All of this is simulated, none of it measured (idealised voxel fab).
process module | voxel released beams
cross-section cut | 200 nm wide | cells 5 nm
A cross-section is a grid of square cells, given in bands from the top down. A band is one or more rows of cells.
Each band's line starts with the height of the band's top and of its bottom, in nm. Then come its materials from left to right, each with its width in nm. One material with "throughout" fills the band from edge to edge. "air" is empty space.
Height 0 is the level under which the wafer as received is all one material. The lowest band goes on downwards, as in "0 down".
A width such as "30 to 40" changes by the same amount from each row of cells to the next, from the band's top row to its bottom row.
"no change" after a step means that no cell of the cross-section changed.
closed voids: empty space of 8 cells or more with no open way to the top, each as width x height at its distance from the left edge, in nm
after a step's settings: what the simulator itself notes on the step
overlay nm, on a step with a mask: how far to the right of its planned place the mask lay; to the left if negative
Each pair below shows a cross-section before one step and the cross-section after it, down to the lowest band that changed. The line under each pair gives the step between them, with its settings. The pairs can come from different runs of this module on the same starting wafer, so a pair continues from the pair above only where its "before" says so.
before
  0 down: Si throughout
  closed voids: none
after
  5 to 0: SiN throughout
  below 0: unchanged
  closed voids: none
the step between: op CONFORMAL_DEP | material SiN | thk nm 5
before: the cross-section after the pair above
after
  25 to 5: SiO2 throughout
  below 5: unchanged
  closed voids: none
the step between: op DIRECTIONAL_DEP | material SiO2 | thk nm 20
before: the cross-section after the pair above
after
  40 to 25: aC throughout
  below 25: unchanged
  closed voids: none
the step between: op DIRECTIONAL_DEP | material aC | thk nm 15
before: the cross-section after the pair above
after
  70 to 40: resist 60 | air 35 | resist 105
  below 40: unchanged
  closed voids: none
the step between: op PATTERN | tone open | mask id ANCHOR | material resist | width nm 35 | thk nm 30 | overlay nm 0
before: the cross-section after the pair above
after
  55 to 40: resist 60 | air 35 | resist 105
  40 to 25: aC 60 | air 35 | aC 105
  below 25: unchanged
  closed voids: none
the step between: op DIRECTIONAL_ETCH | etch materials aC | depth nm 15
before: the cross-section after the pair above
after
  40 to 25: aC 60 | air 35 | aC 105
  below 25: unchanged
  closed voids: none
the step between: op STRIP | etch materials resist
before: the cross-section after the pair above
after
  40 to 25: aC 60 | air 35 | aC 105
  25 to 5: SiO2 60 | air 35 | SiO2 105
  below 5: unchanged
  closed voids: none
the step between: op DIRECTIONAL_ETCH | etch materials SiO2 | depth nm 20
before: the cross-section after the pair above
after
  25 to 5: SiO2 60 | air 35 | SiO2 105
  below 5: unchanged
  closed voids: none
the step between: op STRIP | etch materials aC
before: the cross-section after the pair above
after
  40 to 25: TiN 75 | air 5 | TiN 120
  25 to 20: SiO2 60 | TiN 15 | air 5 | TiN 15 | SiO2 105
  20 to 5: SiO2 60 | TiN 35 | SiO2 105
  below 5: unchanged
  closed voids: none
the step between: op CONFORMAL_DEP | material TiN | thk nm 15
before: the cross-section after the pair above
after
  60 to 40: air 55 | resist 80 | air 65
  40 to 25: TiN 75 | resist 5 | TiN 120
  25 to 20: SiO2 60 | TiN 15 | resist 5 | TiN 15 | SiO2 105
  below 20: unchanged
  closed voids: none
the step between: op PATTERN | tone cover | mask id BEAM | material resist | width nm 80 | thk nm 20 | overlay nm 0
before: the cross-section after the pair above
after
  60 to 40: air 55 | resist 80 | air 65
  40 to 25: air 55 | TiN 20 | resist 5 | TiN 55 | air 65
  below 25: unchanged
  closed voids: none
the step between: op DIRECTIONAL_ETCH | etch materials TiN | depth nm 15
before: the cross-section after the pair above
after
  40 to 25: air 55 | TiN 20 | air 5 | TiN 55 | air 65
  25 to 20: SiO2 60 | TiN 15 | air 5 | TiN 15 | SiO2 105
  below 20: unchanged
  closed voids: none
the step between: op STRIP | etch materials resist
before: the cross-section after the pair above
after
  40 to 25: air 55 | TiN 20 | air 5 | TiN 55 | air 65
  25 to 20: air 60 | TiN 15 | air 5 | TiN 15 | air 105
  20 to 5: air 60 | TiN 35 | air 105
  below 5: unchanged
  closed voids: none
the step between: op STRIP | etch materials SiO2
before
  0 down: Si throughout
  closed voids: none
after
  20 to 0: SiO2 throughout
  below 0: unchanged
  closed voids: none
the step between: op DIRECTIONAL_DEP | material SiO2 | thk nm 20
before: the cross-section after the pair above
after
  35 to 20: aC throughout
  below 20: unchanged
  closed voids: none
the step between: op DIRECTIONAL_DEP | material aC | thk nm 15
before: the cross-section after the pair above
after
  65 to 35: resist 60 | air 35 | resist 105
  below 35: unchanged
  closed voids: none
the step between: op PATTERN | tone open | mask id ANCHOR | material resist | width nm 35 | thk nm 30 | overlay nm 0
before: the cross-section after the pair above
after
  50 to 35: resist 60 | air 35 | resist 105
  35 to 20: aC 60 | air 35 | aC 105
  below 20: unchanged
  closed voids: none
the step between: op DIRECTIONAL_ETCH | etch materials aC | depth nm 15
before: the cross-section after the pair above
after
  35 to 20: aC 60 | air 35 | aC 105
  below 20: unchanged
  closed voids: none
the step between: op STRIP | etch materials resist
before: the cross-section after the pair above
after
  35 to 20: aC 60 | air 35 | aC 105
  20 to 0: SiO2 60 | air 35 | SiO2 105
  below 0: unchanged
  closed voids: none
the step between: op DIRECTIONAL_ETCH | etch materials SiO2 | depth nm 20
before: the cross-section after the pair above
after
  20 to 0: SiO2 60 | air 35 | SiO2 105
  below 0: unchanged
  closed voids: none
the step between: op STRIP | etch materials aC
before: the cross-section after the pair above
after
  35 to 20: TiN 75 | air 5 | TiN 120
  20 to 15: SiO2 60 | TiN 15 | air 5 | TiN 15 | SiO2 105
  15 to 0: SiO2 60 | TiN 35 | SiO2 105
  below 0: unchanged
  closed voids: none
the step between: op CONFORMAL_DEP | material TiN | thk nm 15
before: the cross-section after the pair above
after
  55 to 35: air 55 | resist 80 | air 65
  35 to 20: TiN 75 | resist 5 | TiN 120
  20 to 15: SiO2 60 | TiN 15 | resist 5 | TiN 15 | SiO2 105
  below 15: unchanged
  closed voids: none
the step between: op PATTERN | tone cover | mask id BEAM | material resist | width nm 80 | thk nm 20 | overlay nm 0
before: the cross-section after the pair above
after
  55 to 35: air 55 | resist 80 | air 65
  35 to 20: air 55 | TiN 20 | resist 5 | TiN 55 | air 65
  below 20: unchanged
  closed voids: none
the step between: op DIRECTIONAL_ETCH | etch materials TiN | depth nm 15
before: the cross-section after the pair above
after
  35 to 20: air 55 | TiN 20 | air 5 | TiN 55 | air 65
  20 to 15: SiO2 60 | TiN 15 | air 5 | TiN 15 | SiO2 105
  below 15: unchanged
  closed voids: none
the step between: op STRIP | etch materials resist
before: the cross-section after the pair above
after
  35 to 20: air 55 | TiN 20 | air 5 | TiN 55 | air 65
  20 to 15: air 60 | TiN 15 | air 5 | TiN 15 | air 105
  15 to 0: air 60 | TiN 35 | air 105
  below 0: unchanged
  closed voids: none
the step between: op STRIP | etch materials SiO2
before
  40 to 25: TiN 75 | air 5 | TiN 120
  25 to 20: SiO2 60 | TiN 15 | air 5 | TiN 15 | SiO2 105
  20 to 5: SiO2 60 | TiN 35 | SiO2 105
  5 to 0: SiN throughout
  0 down: Si throughout
  closed voids: none
after
  55 to 25: TiN throughout
  25 to 5: SiO2 60 | TiN 35 | SiO2 105
  below 5: unchanged
  closed voids: none
the step between: op CONFORMAL_DEP | material TiN | thk nm 15
before: the cross-section after the pair above
after
  75 to 55: air 55 | resist 80 | air 65
  below 55: unchanged
  closed voids: none
the step between: op PATTERN | tone cover | mask id BEAM | material resist | width nm 80 | thk nm 20 | overlay nm 0
before: the cross-section after the pair above
after
  75 to 55: air 55 | resist 80 | air 65
  55 to 40: air 55 | TiN 80 | air 65
  below 40: unchanged
  closed voids: none
the step between: op DIRECTIONAL_ETCH | etch materials TiN | depth nm 15
before: the cross-section after the pair above
after
  55 to 40: air 55 | TiN 80 | air 65
  below 40: unchanged
  closed voids: none
the step between: op STRIP | etch materials resist
before
  20 to 0: SiO2 throughout
  0 down: Si throughout
  closed voids: none
after
  25 to 20: SiN throughout
  below 20: unchanged
  closed voids: none
the step between: op CONFORMAL_DEP | material SiN | thk nm 5
before: the cross-section after the pair above
after
  40 to 25: aC throughout
  below 25: unchanged
  closed voids: none
the step between: op DIRECTIONAL_DEP | material aC | thk nm 15
before: the cross-section after the pair above
after
  70 to 40: resist 60 | air 35 | resist 105
  below 40: unchanged
  closed voids: none
the step between: op PATTERN | tone open | mask id ANCHOR | material resist | width nm 35 | thk nm 30 | overlay nm 0
before: the cross-section after the pair above
after
  55 to 40: resist 60 | air 35 | resist 105
  40 to 25: aC 60 | air 35 | aC 105
  below 25: unchanged
  closed voids: none
the step between: op DIRECTIONAL_ETCH | etch materials aC | depth nm 15
before: the cross-section after the pair above
after
  40 to 25: aC 60 | air 35 | aC 105
  below 25: unchanged
  closed voids: none
the step between: op STRIP | etch materials resist
before: the cross-section after the pair above
after
  25 to 20: SiN throughout
  below 20: unchanged
  closed voids: none
the step between: op STRIP | etch materials aC
before: the cross-section after the pair above
after
  40 to 25: TiN throughout
  below 25: unchanged
  closed voids: none
the step between: op CONFORMAL_DEP | material TiN | thk nm 15
before: the cross-section after the pair above
after
  60 to 40: air 55 | resist 80 | air 65
  below 40: unchanged
  closed voids: none
the step between: op PATTERN | tone cover | mask id BEAM | material resist | width nm 80 | thk nm 20 | overlay nm 0
before: the cross-section after the pair above
after
  60 to 40: air 55 | resist 80 | air 65
  40 to 25: air 55 | TiN 80 | air 65
  below 25: unchanged
  closed voids: none
the step between: op DIRECTIONAL_ETCH | etch materials TiN | depth nm 15
before: the cross-section after the pair above
after
  40 to 25: air 55 | TiN 80 | air 65
  below 25: unchanged
  closed voids: none
the step between: op STRIP | etch materials resist
before
  60 to 40: air 55 | resist 80 | air 65
  40 to 25: TiN 75 | resist 5 | TiN 120
  25 to 20: SiO2 60 | TiN 15 | resist 5 | TiN 15 | SiO2 105
  20 to 5: SiO2 60 | TiN 35 | SiO2 105
  5 to 0: SiN throughout
  0 down: Si throughout
  closed voids: none
after
  60 to 40: air 55 | resist 80 | air 65
  40 to 30: air 55 | TiN 20 | resist 5 | TiN 55 | air 65
  below 30: unchanged
  closed voids: none
the step between: op DIRECTIONAL_ETCH | etch materials TiN | depth nm 10
before: the cross-section after the pair above
after
  40 to 30: air 55 | TiN 20 | air 5 | TiN 55 | air 65
  30 to 25: TiN 75 | air 5 | TiN 120
  25 to 20: SiO2 60 | TiN 15 | air 5 | TiN 15 | SiO2 105
  below 20: unchanged
  closed voids: none
the step between: op STRIP | etch materials resist
before
  40 to 25: aC throughout
  25 to 5: SiO2 throughout
  5 to 0: SiN throughout
  0 down: Si throughout
  closed voids: none
after
  70 to 40: resist 55 | air 45 | resist 100
  below 40: unchanged
  closed voids: none
the step between: op PATTERN | tone open | mask id ANCHOR | material resist | width nm 45 | thk nm 30 | overlay nm 0
before: the cross-section after the pair above
after
  55 to 40: resist 55 | air 45 | resist 100
  40 to 25: aC 55 | air 45 | aC 100
  below 25: unchanged
  closed voids: none
the step between: op DIRECTIONAL_ETCH | etch materials aC | depth nm 15
before: the cross-section after the pair above
after
  40 to 25: aC 55 | air 45 | aC 100
  below 25: unchanged
  closed voids: none
the step between: op STRIP | etch materials resist
before: the cross-section after the pair above
after
  40 to 25: aC 55 | air 45 | aC 100
  25 to 5: SiO2 55 | air 45 | SiO2 100
  below 5: unchanged
  closed voids: none
the step between: op DIRECTIONAL_ETCH | etch materials SiO2 | depth nm 20
before: the cross-section after the pair above
after
  25 to 5: SiO2 55 | air 45 | SiO2 100
  below 5: unchanged
  closed voids: none
the step between: op STRIP | etch materials aC
before: the cross-section after the pair above
after
  40 to 25: TiN 70 | air 15 | TiN 115
  25 to 20: SiO2 55 | TiN 15 | air 15 | TiN 15 | SiO2 100
  20 to 5: SiO2 55 | TiN 45 | SiO2 100
  below 5: unchanged
  closed voids: none
the step between: op CONFORMAL_DEP | material TiN | thk nm 15
before: the cross-section after the pair above
after
  60 to 40: air 55 | resist 80 | air 65
  40 to 25: TiN 70 | resist 15 | TiN 115
  25 to 20: SiO2 55 | TiN 15 | resist 15 | TiN 15 | SiO2 100
  below 20: unchanged
  closed voids: none
the step between: op PATTERN | tone cover | mask id BEAM | material resist | width nm 80 | thk nm 20 | overlay nm 0
before: the cross-section after the pair above
after
  60 to 40: air 55 | resist 80 | air 65
  40 to 25: air 55 | TiN 15 | resist 15 | TiN 50 | air 65
  below 25: unchanged
  closed voids: none
the step between: op DIRECTIONAL_ETCH | etch materials TiN | depth nm 15
before: the cross-section after the pair above
after
  40 to 25: air 55 | TiN 15 | air 15 | TiN 50 | air 65
  25 to 20: SiO2 55 | TiN 15 | air 15 | TiN 15 | SiO2 100
  below 20: unchanged
  closed voids: none
the step between: op STRIP | etch materials resist
before: the cross-section after the pair above
after
  40 to 25: air 55 | TiN 15 | air 15 | TiN 50 | air 65
  25 to 20: air 55 | TiN 15 | air 15 | TiN 15 | air 100
  20 to 5: air 55 | TiN 45 | air 100
  below 5: unchanged
  closed voids: none
the step between: op STRIP | etch materials SiO2
before
  40 to 25: TiN 75 | air 5 | TiN 120
  25 to 20: SiO2 60 | TiN 15 | air 5 | TiN 15 | SiO2 105
  20 to 5: SiO2 60 | TiN 35 | SiO2 105
  5 to 0: SiN throughout
  0 down: Si throughout
  closed voids: none
after
  60 to 40: air 60 | resist 80 | air 60
  40 to 25: TiN 75 | resist 5 | TiN 120
  25 to 20: SiO2 60 | TiN 15 | resist 5 | TiN 15 | SiO2 105
  below 20: unchanged
  closed voids: none
the step between: op PATTERN | tone cover | mask id BEAM | material resist | width nm 80 | thk nm 20 | overlay nm 5
before: the cross-section after the pair above
after
  60 to 40: air 60 | resist 80 | air 60
  40 to 25: air 60 | TiN 15 | resist 5 | TiN 60 | air 60
  below 25: unchanged
  closed voids: none
the step between: op DIRECTIONAL_ETCH | etch materials TiN | depth nm 15
before: the cross-section after the pair above
after
  40 to 25: air 60 | TiN 15 | air 5 | TiN 60 | air 60
  25 to 20: SiO2 60 | TiN 15 | air 5 | TiN 15 | SiO2 105
  below 20: unchanged
  closed voids: none
the step between: op STRIP | etch materials resist
before: the cross-section after the pair above
after
  40 to 25: air 60 | TiN 15 | air 5 | TiN 60 | air 60
  25 to 20: air 60 | TiN 15 | air 5 | TiN 15 | air 105
  20 to 5: air 60 | TiN 35 | air 105
  below 5: unchanged
  closed voids: none
the step between: op STRIP | etch materials SiO2
before
  40 to 25: aC 60 | air 35 | aC 105
  25 to 5: SiO2 60 | air 35 | SiO2 105
  5 to 0: SiN throughout
  0 down: Si throughout
  closed voids: none
after
  0 down: Si throughout
  closed voids: none
the step between: op STRIP | etch materials SiN
before: the cross-section after the pair above
after
  15 to 0: TiN throughout
  below 0: unchanged
  closed voids: none
the step between: op CONFORMAL_DEP | material TiN | thk nm 15
before: the cross-section after the pair above
after
  35 to 15: air 55 | resist 80 | air 65
  below 15: unchanged
  closed voids: none
the step between: op PATTERN | tone cover | mask id BEAM | material resist | width nm 80 | thk nm 20 | overlay nm 0
before: the cross-section after the pair above
after
  35 to 15: air 55 | resist 80 | air 65
  15 to 0: air 55 | TiN 80 | air 65
  below 0: unchanged
  closed voids: none
the step between: op DIRECTIONAL_ETCH | etch materials TiN | depth nm 15
before: the cross-section after the pair above
after
  15 to 0: air 55 | TiN 80 | air 65
  below 0: unchanged
  closed voids: none
the step between: op STRIP | etch materials resist
before
  40 to 25: aC throughout
  25 to 5: SiO2 throughout
  5 to 0: SiN throughout
  0 down: Si throughout
  closed voids: none
after
  70 to 40: air 60 | resist 35 | air 105
  below 40: unchanged
  closed voids: none
the step between: op PATTERN | tone cover | mask id ANCHOR | material resist | width nm 35 | thk nm 30 | overlay nm 0
before: the cross-section after the pair above
after
  55 to 40: air 60 | resist 35 | air 105
  40 to 25: air 60 | aC 35 | air 105
  below 25: unchanged
  closed voids: none
the step between: op DIRECTIONAL_ETCH | etch materials aC | depth nm 15
before: the cross-section after the pair above
after
  40 to 25: air 60 | aC 35 | air 105
  below 25: unchanged
  closed voids: none
the step between: op STRIP | etch materials resist
before: the cross-section after the pair above
after
  40 to 25: air 60 | aC 35 | air 105
  25 to 5: air 60 | SiO2 35 | air 105
  below 5: unchanged
  closed voids: none
the step between: op DIRECTIONAL_ETCH | etch materials SiO2 | depth nm 20
before: the cross-section after the pair above
after
  25 to 5: air 60 | SiO2 35 | air 105
  below 5: unchanged
  closed voids: none
the step between: op STRIP | etch materials aC
before: the cross-section after the pair above
after
  40 to 25: air 45 | TiN 65 | air 90
  25 to 20: air 45 | TiN 15 | SiO2 35 | TiN 15 | air 90
  20 to 5: TiN 60 | SiO2 35 | TiN 105
  below 5: unchanged
  closed voids: none
the step between: op CONFORMAL_DEP | material TiN | thk nm 15
before: the cross-section after the pair above
after
  60 to 40: air 55 | resist 80 | air 65
  40 to 25: air 45 | TiN 65 | resist 25 | air 65
  25 to 20: air 45 | TiN 15 | SiO2 35 | TiN 15 | resist 25 | air 65
  below 20: unchanged
  closed voids: none
the step between: op PATTERN | tone cover | mask id BEAM | material resist | width nm 80 | thk nm 20 | overlay nm 0
before: the cross-section after the pair above
after
  60 to 40: air 55 | resist 80 | air 65
  40 to 25: air 55 | TiN 55 | resist 25 | air 65
  25 to 20: air 45 | TiN 15 | SiO2 35 | TiN 15 | resist 25 | air 65
  20 to 5: air 45 | TiN 15 | SiO2 35 | TiN 40 | air 65
  below 5: unchanged
  closed voids: none
the step between: op DIRECTIONAL_ETCH | etch materials TiN | depth nm 15
before: the cross-section after the pair above
after
  40 to 25: air 55 | TiN 55 | air 90
  25 to 20: air 45 | TiN 15 | SiO2 35 | TiN 15 | air 90
  below 20: unchanged
  closed voids: none
the step between: op STRIP | etch materials resist
